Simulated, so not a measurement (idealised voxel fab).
Presented below is a process module, voxel wiring stack.
It is cross-section cut that appears here, measuring 225 nm in width, its square cells being 5 nm in size.
How to read a cross-section here: the picture is a grid of square cells, written as bands going from the top down, and any band can span one or more rows of cells. What a band's entry tells you: where the top is and where the bottom is, as heights in nm, and after that what lies inside, material by material from left to right, each with its width in nm. Empty space is written as the word "air", and a single material marked with the word "throughout" occupies the band from edge to edge. The reference from which all heights are counted is 0, the level beneath which the as-received wafer is entirely one material; the lowest band, having no lower bound, proceeds downward and is written after the example "0 nm and below". Quick explanation for "30..40": the width changes in equal steps down the rows of cells, from the first number in the band's top row to the second number in its bottom row. Any step labelled "remained unchanged" changed none of the cells in the cross-section. "Closed internal cavities" lists enclosed empty spaces (at least 8 cells, no open path upward to the top), each as width x height at distance from the left edge, in nm. Anything after a step's settings on that line? It's the simulator's own note about the step. overlay nm: right-of-plan distance of the mask on a masked step; negative values mean left-of-plan.

# Process steps foreseen in the plan
step 1: RECEIVE | material Si
step 2: CONFORMAL_DEP | material SiO2 | thk nm 10
step 3: CONFORMAL_DEP | material SiCN | thk nm 5
step 4: DIRECTIONAL_DEP | material SiO2 | thk nm 25
step 5: MASKED_ETCH | tone open | mask id METAL_1 | width nm 25 | pitch nm 45 | etch materials SiO2 | depth nm 25 | overlay nm 0
step 6: MASKED_ETCH | tone open | mask id METAL_1 | width nm 25 | pitch nm 45 | etch materials SiCN | depth nm 5 | overlay nm 0
step 7: CONFORMAL_DEP | material TiN | thk nm 5
step 8: FILL_DEP | material Ru | thk nm 5
step 9: CMP | height nm 40
step 10: CONFORMAL_DEP | material SiCN | thk nm 5
step 11: DIRECTIONAL_DEP | material lowk | thk nm 30
step 12: PATTERN | tone open | mask id METAL_2_HOLES | material resist | width nm 15 | thk nm 20 | overlay nm 0
step 13: DIRECTIONAL_ETCH | etch materials lowk | depth nm 30
step 14: STRIP | etch materials resist
step 15: PATTERN | tone open | mask id METAL_2 | material resist | width nm 25 | pitch nm 45 | thk nm 15 | overlay nm 0
step 16: DIRECTIONAL_ETCH | etch materials lowk | depth nm 15
step 17: DIRECTIONAL_ETCH | etch materials SiCN | depth nm 5
step 18: STRIP | etch materials resist
step 19: CONFORMAL_DEP | material TiN | thk nm 5
step 20: FILL_DEP | material Cu | thk nm 5
step 21: CMP | height nm 75
step 22: CONFORMAL_DEP | material SiCN | thk nm 5
step 23: DIRECTIONAL_DEP | material SiO2 | thk nm 20
step 24: PATTERN | tone open | mask id PLUG_2 | material resist | width nm 15 | pitch nm 45 | thk nm 20 | overlay nm 0
step 25: DIRECTIONAL_ETCH | etch materials SiO2 | depth nm 20
step 26: DIRECTIONAL_ETCH | etch materials SiCN | depth nm 5
step 27: STRIP | etch materials resist
step 28: EPI | material Ru | thk nm 10
step 29: EPI | material Ru | thk nm 10
step 30: EPI | material Ru | thk nm 5
step 31: DIRECTIONAL_DEP | material TiN | thk nm 5
step 32: DIRECTIONAL_DEP | material Ru | thk nm 20
step 33: DIRECTIONAL_DEP | material aC | thk nm 15
step 34: PATTERN | tone cover | mask id METAL_3 | material resist | width nm 25 | pitch nm 45 | thk nm 30 | overlay nm 0
step 35: DIRECTIONAL_ETCH | etch materials aC | depth nm 15
step 36: STRIP | etch materials resist
step 37: DIRECTIONAL_ETCH | etch materials Ru | depth nm 20
step 38: DIRECTIONAL_ETCH | etch materials TiN | depth nm 5
step 39: STRIP | etch materials aC
step 40: FILL_DEP | material SiO2 | thk nm 10
step 41: CMP | height nm 125
step 42: CONFORMAL_DEP | material SiCN | thk nm 5

# First of two wafers - as planned

# Cross-section of the wafer upon arrival, representing the state reached after step 1
* 0 nm and below: Si throughout
* Closed internal cavities: none

# Upon completion of step 2, the wafer appears in cross-section as shown
* 10 nm to 0 nm: SiO2 throughout
* Anything lower than 0 is untouched.

# Upon completion of step 3, the wafer appears in cross-section as shown
* 15 nm to 10 nm: SiCN throughout
* Anything lower than 10 is untouched.

# Upon completion of step 4, the wafer appears in cross-section as shown
* 40 nm to 15 nm: SiO2 throughout
* Anything lower than 15 is untouched.

# Upon completion of step 5, the wafer appears in cross-section as shown
* 40 nm to 15 nm: 75 SiO2  25 air  20 SiO2  25 air  80 SiO2
* Anything lower than 15 is untouched.

# Upon completion of step 6, the wafer appears in cross-section as shown
* 40 nm to 15 nm: 75 SiO2  25 air  20 SiO2  25 air  80 SiO2
* 15 nm to 10 nm: 75 SiCN  25 air  20 SiCN  25 air  80 SiCN
* Anything lower than 10 is untouched.

# Upon completion of step 7, the wafer appears in cross-section as shown
* 45 nm to 40 nm: 80 TiN  15 air  30 TiN  15 air  85 TiN
* 40 nm to 15 nm: 75 SiO2  5 TiN  15 air  5 TiN  20 SiO2  5 TiN  15 air  5 TiN  80 SiO2
* 15 nm to 10 nm: 75 SiCN  25 TiN  20 SiCN  25 TiN  80 SiCN
* Anything lower than 10 is untouched.

# Upon completion of step 8, the wafer appears in cross-section as shown
* 50 nm to 45 nm: Ru throughout
* 45 nm to 40 nm: 80 TiN  15 Ru  30 TiN  15 Ru  85 TiN
* 40 nm to 15 nm: 75 SiO2  5 TiN  15 Ru  5 TiN  20 SiO2  5 TiN  15 Ru  5 TiN  80 SiO2
* Anything lower than 15 is untouched.

# Upon completion of step 9, the wafer appears in cross-section as shown
* 40 nm to 15 nm: 75 SiO2  5 TiN  15 Ru  5 TiN  20 SiO2  5 TiN  15 Ru  5 TiN  80 SiO2
* Anything lower than 15 is untouched.

# Upon completion of step 10, the wafer appears in cross-section as shown
* 45 nm to 40 nm: SiCN throughout
* Anything lower than 40 is untouched.

# Upon completion of step 11, the wafer appears in cross-section as shown
* 75 nm to 45 nm: lowk throughout
* Anything lower than 45 is untouched.

# Upon completion of step 12, the wafer appears in cross-section as shown
* 95 nm to 75 nm: 75 resist  15 air  135 resist
* Anything lower than 75 is untouched.

# Upon completion of step 13, the wafer appears in cross-section as shown
* 95 nm to 75 nm: 75 resist  15 air  135 resist
* 75 nm to 45 nm: 75 lowk  15 air  135 lowk
* Anything lower than 45 is untouched.

# Upon completion of step 14, the wafer appears in cross-section as shown
* 75 nm to 45 nm: 75 lowk  15 air  135 lowk
* Anything lower than 45 is untouched.

# Upon completion of step 15, the wafer appears in cross-section as shown
* 90 nm to 75 nm: 75 resist  25 air  20 resist  25 air  80 resist
* Anything lower than 75 is untouched.

# Upon completion of step 16, the wafer appears in cross-section as shown
* 90 nm to 75 nm: 75 resist  25 air  20 resist  25 air  80 resist
* 75 nm to 60 nm: 75 lowk  25 air  20 lowk  25 air  80 lowk
* Anything lower than 60 is untouched.

# Upon completion of step 17, the wafer appears in cross-section as shown
* 90 nm to 75 nm: 75 resist  25 air  20 resist  25 air  80 resist
* 75 nm to 60 nm: 75 lowk  25 air  20 lowk  25 air  80 lowk
* 60 nm to 45 nm: 75 lowk  15 air  135 lowk
* 45 nm to 40 nm: 75 SiCN  15 air  135 SiCN
* Anything lower than 40 is untouched.

# Upon completion of step 18, the wafer appears in cross-section as shown
* 75 nm to 60 nm: 75 lowk  25 air  20 lowk  25 air  80 lowk
* Anything lower than 60 is untouched.

# Upon completion of step 19, the wafer appears in cross-section as shown
* 80 nm to 75 nm: 80 TiN  15 air  30 TiN  15 air  85 TiN
* 75 nm to 65 nm: 75 lowk  5 TiN  15 air  5 TiN  20 lowk  5 TiN  15 air  5 TiN  80 lowk
* 65 nm to 60 nm: 75 lowk  5 TiN  5 air  15 TiN  20 lowk  25 TiN  80 lowk
* 60 nm to 45 nm: 75 lowk  5 TiN  5 air  5 TiN  135 lowk
* 45 nm to 40 nm: 75 SiCN  15 TiN  135 SiCN
* Anything lower than 40 is untouched.

# Upon completion of step 20, the wafer appears in cross-section as shown
* 85 nm to 80 nm: Cu throughout
* 80 nm to 75 nm: 80 TiN  15 Cu  30 TiN  15 Cu  85 TiN
* 75 nm to 65 nm: 75 lowk  5 TiN  15 Cu  5 TiN  20 lowk  5 TiN  15 Cu  5 TiN  80 lowk
* 65 nm to 60 nm: 75 lowk  5 TiN  5 Cu  15 TiN  20 lowk  25 TiN  80 lowk
* 60 nm to 45 nm: 75 lowk  5 TiN  5 Cu  5 TiN  135 lowk
* Anything lower than 45 is untouched.

# Upon completion of step 21, the wafer appears in cross-section as shown
* 75 nm to 65 nm: 75 lowk  5 TiN  15 Cu  5 TiN  20 lowk  5 TiN  15 Cu  5 TiN  80 lowk
* Anything lower than 65 is untouched.

# Upon completion of step 22, the wafer appears in cross-section as shown
* 80 nm to 75 nm: SiCN throughout
* Anything lower than 75 is untouched.

# Upon completion of step 23, the wafer appears in cross-section as shown
* 100 nm to 80 nm: SiO2 throughout
* Anything lower than 80 is untouched.

# Upon completion of step 24, the wafer appears in cross-section as shown
* 120 nm to 100 nm: 75 resist  15 air  30 resist  15 air  90 resist
* Anything lower than 100 is untouched.

# Upon completion of step 25, the wafer appears in cross-section as shown
* 120 nm to 100 nm: 75 resist  15 air  30 resist  15 air  90 resist
* 100 nm to 80 nm: 75 SiO2  15 air  30 SiO2  15 air  90 SiO2
* Anything lower than 80 is untouched.

# Upon completion of step 26, the wafer appears in cross-section as shown
* 120 nm to 100 nm: 75 resist  15 air  30 resist  15 air  90 resist
* 100 nm to 80 nm: 75 SiO2  15 air  30 SiO2  15 air  90 SiO2
* 80 nm to 75 nm: 75 SiCN  15 air  30 SiCN  15 air  90 SiCN
* Anything lower than 75 is untouched.

# Upon completion of step 27, the wafer appears in cross-section as shown
* 100 nm to 80 nm: 75 SiO2  15 air  30 SiO2  15 air  90 SiO2
* Anything lower than 80 is untouched.

# Upon completion of step 28, the wafer appears in cross-section as shown
* 100 nm to 85 nm: 75 SiO2  15 air  30 SiO2  15 air  90 SiO2
* 85 nm to 80 nm: 75 SiO2  15 Ru  30 SiO2  15 Ru  90 SiO2
* 80 nm to 75 nm: 75 SiCN  15 Ru  30 SiCN  15 Ru  90 SiCN
* Anything lower than 75 is untouched.

# Upon completion of step 29, the wafer appears in cross-section as shown
* 100 nm to 95 nm: 75 SiO2  15 air  30 SiO2  15 air  90 SiO2
* 95 nm to 80 nm: 75 SiO2  15 Ru  30 SiO2  15 Ru  90 SiO2
* Anything lower than 80 is untouched.

# Upon completion of step 30, the wafer appears in cross-section as shown
* 100 nm to 80 nm: 75 SiO2  15 Ru  30 SiO2  15 Ru  90 SiO2
* Anything lower than 80 is untouched.

# Upon completion of step 31, the wafer appears in cross-section as shown
* 105 nm to 100 nm: TiN throughout
* Anything lower than 100 is untouched.

# Upon completion of step 32, the wafer appears in cross-section as shown
* 125 nm to 105 nm: Ru throughout
* Anything lower than 105 is untouched.

# Upon completion of step 33, the wafer appears in cross-section as shown
* 140 nm to 125 nm: aC throughout
* Anything lower than 125 is untouched.

# Upon completion of step 34, the wafer appears in cross-section as shown
* 170 nm to 140 nm: 75 air  25 resist  20 air  25 resist  80 air
* Anything lower than 140 is untouched.

# Upon completion of step 35, the wafer appears in cross-section as shown
* 155 nm to 140 nm: 75 air  25 resist  20 air  25 resist  80 air
* 140 nm to 125 nm: 75 air  25 aC  20 air  25 aC  80 air
* Anything lower than 125 is untouched.

# Upon completion of step 36, the wafer appears in cross-section as shown
* 140 nm to 125 nm: 75 air  25 aC  20 air  25 aC  80 air
* Anything lower than 125 is untouched.

# Upon completion of step 37, the wafer appears in cross-section as shown
* 140 nm to 125 nm: 75 air  25 aC  20 air  25 aC  80 air
* 125 nm to 105 nm: 75 air  25 Ru  20 air  25 Ru  80 air
* Anything lower than 105 is untouched.

# Upon completion of step 38, the wafer appears in cross-section as shown
* 140 nm to 125 nm: 75 air  25 aC  20 air  25 aC  80 air
* 125 nm to 105 nm: 75 air  25 Ru  20 air  25 Ru  80 air
* 105 nm to 100 nm: 75 air  25 TiN  20 air  25 TiN  80 air
* Anything lower than 100 is untouched.

# Upon completion of step 39, the wafer appears in cross-section as shown
* 125 nm to 105 nm: 75 air  25 Ru  20 air  25 Ru  80 air
* Anything lower than 105 is untouched.

# Upon completion of step 40, the wafer appears in cross-section as shown
* 135 nm to 125 nm: SiO2 throughout
* 125 nm to 105 nm: 75 SiO2  25 Ru  20 SiO2  25 Ru  80 SiO2
* 105 nm to 100 nm: 75 SiO2  25 TiN  20 SiO2  25 TiN  80 SiO2
* Anything lower than 100 is untouched.

# Upon completion of step 41, the wafer appears in cross-section as shown
* 125 nm to 105 nm: 75 SiO2  25 Ru  20 SiO2  25 Ru  80 SiO2
* Anything lower than 105 is untouched.

# Upon completion of step 42, the wafer appears in cross-section as shown
* 130 nm to 125 nm: SiCN throughout
* Anything lower than 125 is untouched.

# The Second Wafer: Common Origin and Plan, One Mistake in Execution, Identical to the First Through Step 27

# Second wafer, section view, time point: scheduled end of step 29
* 105 nm to 100 nm: 70 air  25 Ru  20 air  25 Ru  85 air
* 100 nm to 80 nm: 75 SiO2  15 Ru  30 SiO2  15 Ru  90 SiO2
* 80 nm to 75 nm: 75 SiCN  15 Ru  30 SiCN  15 Ru  90 SiCN
* Anything lower than 75 is untouched.

# Second wafer, section view, time point: scheduled end of step 30
* 110 nm to 100 nm: 65 air  35 Ru  10 air  35 Ru  80 air
* Anything lower than 100 is untouched.

# Second wafer, section view, time point: scheduled end of step 31
* 115 nm to 110 nm: 65 air  35 TiN  10 air  35 TiN  80 air
* 110 nm to 105 nm: 65 air  35 Ru  10 air  35 Ru  80 air
* 105 nm to 100 nm: 65 TiN  35 Ru  10 TiN  35 Ru  80 TiN
* Anything lower than 100 is untouched.

# Second wafer, section view, time point: scheduled end of step 32
* 135 nm to 125 nm: 65 air  35 Ru  10 air  35 Ru  80 air
* 125 nm to 115 nm: Ru throughout
* 115 nm to 110 nm: 65 Ru  35 TiN  10 Ru  35 TiN  80 Ru
* 110 nm to 105 nm: Ru throughout
* Anything lower than 105 is untouched.

# Second wafer, section view, time point: scheduled end of step 33
* 150 nm to 140 nm: 65 air  35 aC  10 air  35 aC  80 air
* 140 nm to 135 nm: aC throughout
* 135 nm to 125 nm: 65 aC  35 Ru  10 aC  35 Ru  80 aC
* Anything lower than 125 is untouched.

# Second wafer, section view, time point: scheduled end of step 34
* 180 nm to 150 nm: 75 air  25 resist  20 air  25 resist  80 air
* Anything lower than 150 is untouched.

# Second wafer, section view, time point: scheduled end of step 35
* 165 nm to 150 nm: 75 air  25 resist  20 air  25 resist  80 air
* 150 nm to 135 nm: 75 air  25 aC  20 air  25 aC  80 air
* 135 nm to 125 nm: 65 air  35 Ru  10 air  35 Ru  80 air
* Anything lower than 125 is untouched.

# Second wafer, section view, time point: scheduled end of step 36
* 150 nm to 135 nm: 75 air  25 aC  20 air  25 aC  80 air
* Anything lower than 135 is untouched.

# Second wafer, section view, time point: scheduled end of step 37
* 150 nm to 135 nm: 75 air  25 aC  20 air  25 aC  80 air
* 135 nm to 115 nm: 75 air  25 Ru  20 air  25 Ru  80 air
* 115 nm to 110 nm: 65 air  35 TiN  10 air  35 TiN  80 air
* 110 nm to 105 nm: 65 air  35 Ru  10 air  35 Ru  80 air
* Anything lower than 105 is untouched.

# Second wafer, section view, time point: scheduled end of step 38
* 150 nm to 135 nm: 75 air  25 aC  20 air  25 aC  80 air
* 135 nm to 115 nm: 75 air  25 Ru  20 air  25 Ru  80 air
* 115 nm to 110 nm: 75 air  25 TiN  20 air  25 TiN  80 air
* 110 nm to 100 nm: 65 air  35 Ru  10 air  35 Ru  80 air
* Anything lower than 100 is untouched.

# Second wafer, section view, time point: scheduled end of step 39
* 135 nm to 115 nm: 75 air  25 Ru  20 air  25 Ru  80 air
* Anything lower than 115 is untouched.

# Second wafer, section view, time point: scheduled end of step 40
* 145 nm to 135 nm: SiO2 throughout
* 135 nm to 115 nm: 75 SiO2  25 Ru  20 SiO2  25 Ru  80 SiO2
* 115 nm to 110 nm: 75 SiO2  25 TiN  20 SiO2  25 TiN  80 SiO2
* 110 nm to 100 nm: 65 SiO2  35 Ru  10 SiO2  35 Ru  80 SiO2
* Anything lower than 100 is untouched.

# Second wafer, section view, time point: scheduled end of step 41
* 125 nm to 115 nm: 75 SiO2  25 Ru  20 SiO2  25 Ru  80 SiO2
* Anything lower than 115 is untouched.

# Second wafer, section view, time point: scheduled end of step 42
* 130 nm to 125 nm: SiCN throughout
* Anything lower than 125 is untouched.
Want to know what went wrong? one of steps 28 and 29 run twice (steps identical, which one unknown)
Final comparison by cell count, materials where the second wafer has more or fewer than the first: Ru: 8 more; SiO2: 8 fewer
